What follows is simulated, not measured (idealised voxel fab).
Process module, titled voxel plated lines
Cross-sectional view cut (width: 225 nm; square cell size: 5 nm).
Think of the cross-section as a grid of square cells. We describe it in bands, top to bottom, and each band covers one or more rows of those cells. Look at the band entry: it leads with the top's height and the bottom's height in nm. Then it lists the materials left to right, with a width in nm for each. The word "full width" on a single material says that material fills the band edge to edge. The word "empty" is empty space. Height reference: 0 = level under which incoming wafer is all one material. Lowest band: no bottom, runs on downward, e.g. "top 0, no bottom". The expression "30 to 40" gives the width at the extremes of the band, the first number at its top row of cells and the second at its bottom row, with the width changing by equal amounts from each row to the next in between. "same as before", as given for a step, is the statement that not any cell of the cross-section underwent a change during that step. "Encapsulated voids": sealed empty spaces, 8 cells or more, no open way to top, listed width x height at distance, with distance from the left edge and width, height and distance in nm. Step line, after settings: the simulator's comment on this step. overlay nm: where the mask lay relative to plan, measured to the right, on steps with a mask; negatives go left.

## Planned process steps
| 1 | RECEIVE,material Si |
| 2 | CONFORMAL_DEP,material SiO2,thk nm 5 |
| 3 | DIRECTIONAL_DEP,material TiN,thk nm 5 |
| 4 | PATTERN,tone open,mask id LINES,material resist,width nm 30,pitch nm 45,thk nm 30,overlay nm 0 |
| 5 | EPI,material Ru,thk nm 10 |
| 6 | EPI,material Ru,thk nm 10 |
| 7 | STRIP,etch materials resist |
| 8 | DIRECTIONAL_ETCH,etch materials TiN,depth nm 5 |
| 9 | CONFORMAL_DEP,material SiN,thk nm 10 |

## The first of two wafers, run as planned

## As-received wafer cross-section (after step 1)
> top 0, no bottom  Si full width
> Encapsulated voids: none

## Once step 2 is through, the wafer looks like this in cross-section
> top 5, bottom 0  SiO2 full width
> All layers under 0 are left as they were.

## Once step 3 is through, the wafer looks like this in cross-section
> top 10, bottom 5  TiN full width
> All layers under 5 are left as they were.

## Once step 4 is through, the wafer looks like this in cross-section
> top 40, bottom 10  resist: 50, then empty: 30, then resist: 15, then empty: 30, then resist: 15, then empty: 30, then resist: 55
> All layers under 10 are left as they were.

## Once step 5 is through, the wafer looks like this in cross-section
> top 40, bottom 20  resist: 50, then empty: 30, then resist: 15, then empty: 30, then resist: 15, then empty: 30, then resist: 55
> top 20, bottom 10  resist: 50, then Ru: 30, then resist: 15, then Ru: 30, then resist: 15, then Ru: 30, then resist: 55
> All layers under 10 are left as they were.

## Once step 6 is through, the wafer looks like this in cross-section
> top 40, bottom 30  resist: 50, then empty: 30, then resist: 15, then empty: 30, then resist: 15, then empty: 30, then resist: 55
> top 30, bottom 10  resist: 50, then Ru: 30, then resist: 15, then Ru: 30, then resist: 15, then Ru: 30, then resist: 55
> All layers under 10 are left as they were.

## Once step 7 is through, the wafer looks like this in cross-section
> top 30, bottom 10  empty: 50, then Ru: 30, then empty: 15, then Ru: 30, then empty: 15, then Ru: 30, then empty: 55
> All layers under 10 are left as they were.

## Once step 8 is through, the wafer looks like this in cross-section
> top 30, bottom 10  empty: 50, then Ru: 30, then empty: 15, then Ru: 30, then empty: 15, then Ru: 30, then empty: 55
> top 10, bottom 5  empty: 50, then TiN: 30, then empty: 15, then TiN: 30, then empty: 15, then TiN: 30, then empty: 55
> All layers under 5 are left as they were.

## Once step 9 is through, the wafer looks like this in cross-section
> top 40, bottom 30  empty: 40, then SiN: 140, then empty: 45
> top 30, bottom 15  empty: 40, then SiN: 10, then Ru: 30, then SiN: 15, then Ru: 30, then SiN: 15, then Ru: 30, then SiN: 10, then empty: 45
> top 15, bottom 10  SiN: 50, then Ru: 30, then SiN: 15, then Ru: 30, then SiN: 15, then Ru: 30, then SiN: 55
> top 10, bottom 5  SiN: 50, then TiN: 30, then SiN: 15, then TiN: 30, then SiN: 15, then TiN: 30, then SiN: 55
> All layers under 5 are left as they were.

## What follows concerns the second wafer, which started out like the first and was meant to follow the very same plan; one mistake crept in when it was run, but everything up to and including step 1 is the same as for the first wafer

## X-section, second wafer, when step 2 was due to finish
> top 15, bottom 0  SiO2 full width
> All layers under 0 are left as they were.

## X-section, second wafer, when step 3 was due to finish
> top 20, bottom 15  TiN full width
> All layers under 15 are left as they were.

## X-section, second wafer, when step 4 was due to finish
> top 50, bottom 20  resist: 50, then empty: 30, then resist: 15, then empty: 30, then resist: 15, then empty: 30, then resist: 55
> All layers under 20 are left as they were.

## X-section, second wafer, when step 5 was due to finish
> top 50, bottom 30  resist: 50, then empty: 30, then resist: 15, then empty: 30, then resist: 15, then empty: 30, then resist: 55
> top 30, bottom 20  resist: 50, then Ru: 30, then resist: 15, then Ru: 30, then resist: 15, then Ru: 30, then resist: 55
> All layers under 20 are left as they were.

## X-section, second wafer, when step 6 was due to finish
> top 50, bottom 40  resist: 50, then empty: 30, then resist: 15, then empty: 30, then resist: 15, then empty: 30, then resist: 55
> top 40, bottom 20  resist: 50, then Ru: 30, then resist: 15, then Ru: 30, then resist: 15, then Ru: 30, then resist: 55
> All layers under 20 are left as they were.

## X-section, second wafer, when step 7 was due to finish
> top 40, bottom 20  empty: 50, then Ru: 30, then empty: 15, then Ru: 30, then empty: 15, then Ru: 30, then empty: 55
> All layers under 20 are left as they were.

## X-section, second wafer, when step 8 was due to finish
> top 40, bottom 20  empty: 50, then Ru: 30, then empty: 15, then Ru: 30, then empty: 15, then Ru: 30, then empty: 55
> top 20, bottom 15  empty: 50, then TiN: 30, then empty: 15, then TiN: 30, then empty: 15, then TiN: 30, then empty: 55
> All layers under 15 are left as they were.

## X-section, second wafer, when step 9 was due to finish
> top 50, bottom 40  empty: 40, then SiN: 140, then empty: 45
> top 40, bottom 25  empty: 40, then SiN: 10, then Ru: 30, then SiN: 15, then Ru: 30, then SiN: 15, then Ru: 30, then SiN: 10, then empty: 45
> top 25, bottom 20  SiN: 50, then Ru: 30, then SiN: 15, then Ru: 30, then SiN: 15, then Ru: 30, then SiN: 55
> top 20, bottom 15  SiN: 50, then TiN: 30, then SiN: 15, then TiN: 30, then SiN: 15, then TiN: 30, then SiN: 55
> All layers under 15 are left as they were.
So what did we get wrong on this run? step 2 did not use the planned setting and instead ran as CONFORMAL_DEP,material SiO2,thk nm 15
Once processing is complete, comparing cell counts shows that the second wafer has more or fewer of certain materials than the first: SiO2: 90 more
